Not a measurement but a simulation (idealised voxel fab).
Title: Process Module voxel double patterning
The cross-section on display is named cut; it measures 200 nm wide, and its cells are 5 nm squares.
Cross-section layout: square cells on a grid; listed as bands, top to bottom; a band spans one or more cell rows.
The band entry comprises the height of the band's top followed by the height of its bottom, expressed in nm, and subsequently the band's materials from left to right, each stated together with its width in nm. Where a single material is marked with the word "full width", that material fills the band from edge to edge. The word "blank" represents empty space.
We count height from 0. Below that, the starting wafer is all one material. The lowest band never ends at the bottom but goes on down; see "0 -> down" for how that is written.
When a width is written as two numbers, as in "30..40", the first number is the width in the top row of cells of the band and the second is the width in its bottom row, and the width changes by the same amount from each row to the next.
"no modification" -> step changed no cross-section cell.
"Closed voids list" specifies each empty space that is not open to the top and that occupies no fewer than 8 cells, using the form width x height at distance, the distance measured from the left edge and all three quantities in nm.
The remark found on a step's line after its settings is issued by the simulator itself and pertains to that step.
"overlay nm" on a masked step: distance the mask lay right of its planned place, negative for left.

Intended process steps:
1 RECEIVE,material Si
2 CONFORMAL_DEP,material SiO2,thk nm 5
3 DIRECTIONAL_DEP,material W,thk nm 10
4 DIRECTIONAL_DEP,material SiCN,thk nm 10
5 DIRECTIONAL_DEP,material aC,thk nm 15
6 PATTERN,tone open,mask id FIRST,material resist,width nm 15,pitch nm 50,thk nm 30,overlay nm 0
7 DIRECTIONAL_ETCH,etch materials aC,depth nm 15
8 STRIP,etch materials resist
9 DIRECTIONAL_ETCH,etch materials SiCN,depth nm 10
10 STRIP,etch materials aC
11 PATTERN,tone open,mask id SECOND,material resist,width nm 15,thk nm 15,overlay nm 0
12 DIRECTIONAL_ETCH,etch materials SiCN,depth nm 10
13 STRIP,etch materials resist
14 DIRECTIONAL_ETCH,etch materials W,depth nm 10
15 STRIP,etch materials SiCN

The first of a set of two wafers, run to plan:

The cross-section here shows the wafer as received, i.e. in its state after step 1:
0 -> down: Si full width
Closed voids list: none

Take a look at the wafer's cross-section after step 2:
5 -> 0: SiO2 full width
Note: structure below 0 unchanged.

Take a look at the wafer's cross-section after step 3:
15 -> 5: W full width
Note: structure below 5 unchanged.

Take a look at the wafer's cross-section after step 4:
25 -> 15: SiCN full width
Note: structure below 15 unchanged.

Take a look at the wafer's cross-section after step 5:
40 -> 25: aC full width
Note: structure below 25 unchanged.

Take a look at the wafer's cross-section after step 6:
70 -> 40: 65 of resist, then 15 of blank, then 35 of resist, then 15 of blank, then 70 of resist
Note: structure below 40 unchanged.

Take a look at the wafer's cross-section after step 7:
55 -> 40: 65 of resist, then 15 of blank, then 35 of resist, then 15 of blank, then 70 of resist
40 -> 25: 65 of aC, then 15 of blank, then 35 of aC, then 15 of blank, then 70 of aC
Note: structure below 25 unchanged.

Take a look at the wafer's cross-section after step 8:
40 -> 25: 65 of aC, then 15 of blank, then 35 of aC, then 15 of blank, then 70 of aC
Note: structure below 25 unchanged.

Take a look at the wafer's cross-section after step 9:
40 -> 25: 65 of aC, then 15 of blank, then 35 of aC, then 15 of blank, then 70 of aC
25 -> 15: 65 of SiCN, then 15 of blank, then 35 of SiCN, then 15 of blank, then 70 of SiCN
Note: structure below 15 unchanged.

Take a look at the wafer's cross-section after step 10:
25 -> 15: 65 of SiCN, then 15 of blank, then 35 of SiCN, then 15 of blank, then 70 of SiCN
Note: structure below 15 unchanged.

Take a look at the wafer's cross-section after step 11:
40 -> 25: 90 of resist, then 15 of blank, then 95 of resist
25 -> 15: 65 of SiCN, then 15 of resist, then 35 of SiCN, then 15 of resist, then 70 of SiCN
Note: structure below 15 unchanged.

Take a look at the wafer's cross-section after step 12:
40 -> 25: 90 of resist, then 15 of blank, then 95 of resist
25 -> 15: 65 of SiCN, then 15 of resist, then 10 of SiCN, then 15 of blank, then 10 of SiCN, then 15 of resist, then 70 of SiCN
Note: structure below 15 unchanged.

Take a look at the wafer's cross-section after step 13:
25 -> 15: 65 of SiCN, then 15 of blank, then 10 of SiCN, then 15 of blank, then 10 of SiCN, then 15 of blank, then 70 of SiCN
Note: structure below 15 unchanged.

Take a look at the wafer's cross-section after step 14:
25 -> 15: 65 of SiCN, then 15 of blank, then 10 of SiCN, then 15 of blank, then 10 of SiCN, then 15 of blank, then 70 of SiCN
15 -> 5: 65 of W, then 15 of blank, then 10 of W, then 15 of blank, then 10 of W, then 15 of blank, then 70 of W
Note: structure below 5 unchanged.

Take a look at the wafer's cross-section after step 15:
15 -> 5: 65 of W, then 15 of blank, then 10 of W, then 15 of blank, then 10 of W, then 15 of blank, then 70 of W
Note: structure below 5 unchanged.

Here the second wafer is described. Its start and its plan were those of the first wafer. Its run contained one mistake. Up to and including step 1, it did exactly what the first wafer did:

Second wafer shown in cross-section at the time step 2 was slated to end:
5 -> 0: aC full width
Note: structure below 0 unchanged.

Second wafer shown in cross-section at the time step 3 was slated to end:
15 -> 5: W full width
Note: structure below 5 unchanged.

Second wafer shown in cross-section at the time step 4 was slated to end:
25 -> 15: SiCN full width
Note: structure below 15 unchanged.

Second wafer shown in cross-section at the time step 5 was slated to end:
40 -> 25: aC full width
Note: structure below 25 unchanged.

Second wafer shown in cross-section at the time step 6 was slated to end:
70 -> 40: 65 of resist, then 15 of blank, then 35 of resist, then 15 of blank, then 70 of resist
Note: structure below 40 unchanged.

Second wafer shown in cross-section at the time step 7 was slated to end:
55 -> 40: 65 of resist, then 15 of blank, then 35 of resist, then 15 of blank, then 70 of resist
40 -> 25: 65 of aC, then 15 of blank, then 35 of aC, then 15 of blank, then 70 of aC
Note: structure below 25 unchanged.

Second wafer shown in cross-section at the time step 8 was slated to end:
40 -> 25: 65 of aC, then 15 of blank, then 35 of aC, then 15 of blank, then 70 of aC
Note: structure below 25 unchanged.

Second wafer shown in cross-section at the time step 9 was slated to end:
40 -> 25: 65 of aC, then 15 of blank, then 35 of aC, then 15 of blank, then 70 of aC
25 -> 15: 65 of SiCN, then 15 of blank, then 35 of SiCN, then 15 of blank, then 70 of SiCN
Note: structure below 15 unchanged.

Second wafer shown in cross-section at the time step 10 was slated to end:
25 -> 15: 65 of SiCN, then 15 of blank, then 35 of SiCN, then 15 of blank, then 70 of SiCN
Note: structure below 15 unchanged.

Second wafer shown in cross-section at the time step 11 was slated to end:
40 -> 25: 90 of resist, then 15 of blank, then 95 of resist
25 -> 15: 65 of SiCN, then 15 of resist, then 35 of SiCN, then 15 of resist, then 70 of SiCN
Note: structure below 15 unchanged.

Second wafer shown in cross-section at the time step 12 was slated to end:
40 -> 25: 90 of resist, then 15 of blank, then 95 of resist
25 -> 15: 65 of SiCN, then 15 of resist, then 10 of SiCN, then 15 of blank, then 10 of SiCN, then 15 of resist, then 70 of SiCN
Note: structure below 15 unchanged.

Second wafer shown in cross-section at the time step 13 was slated to end:
25 -> 15: 65 of SiCN, then 15 of blank, then 10 of SiCN, then 15 of blank, then 10 of SiCN, then 15 of blank, then 70 of SiCN
Note: structure below 15 unchanged.

Second wafer shown in cross-section at the time step 14 was slated to end:
25 -> 15: 65 of SiCN, then 15 of blank, then 10 of SiCN, then 15 of blank, then 10 of SiCN, then 15 of blank, then 70 of SiCN
15 -> 5: 65 of W, then 15 of blank, then 10 of W, then 15 of blank, then 10 of W, then 15 of blank, then 70 of W
Note: structure below 5 unchanged.

Second wafer shown in cross-section at the time step 15 was slated to end:
15 -> 5: 65 of W, then 15 of blank, then 10 of W, then 15 of blank, then 10 of W, then 15 of blank, then 70 of W
Note: structure below 5 unchanged.
So what did we get wrong on this run? step 2 was not run as planned; what actually ran was CONFORMAL_DEP,material aC,thk nm 5
Bottom line after processing is that, in cells, the second wafer is up or down on some materials versus the first: -40 SiO2 | +40 aC
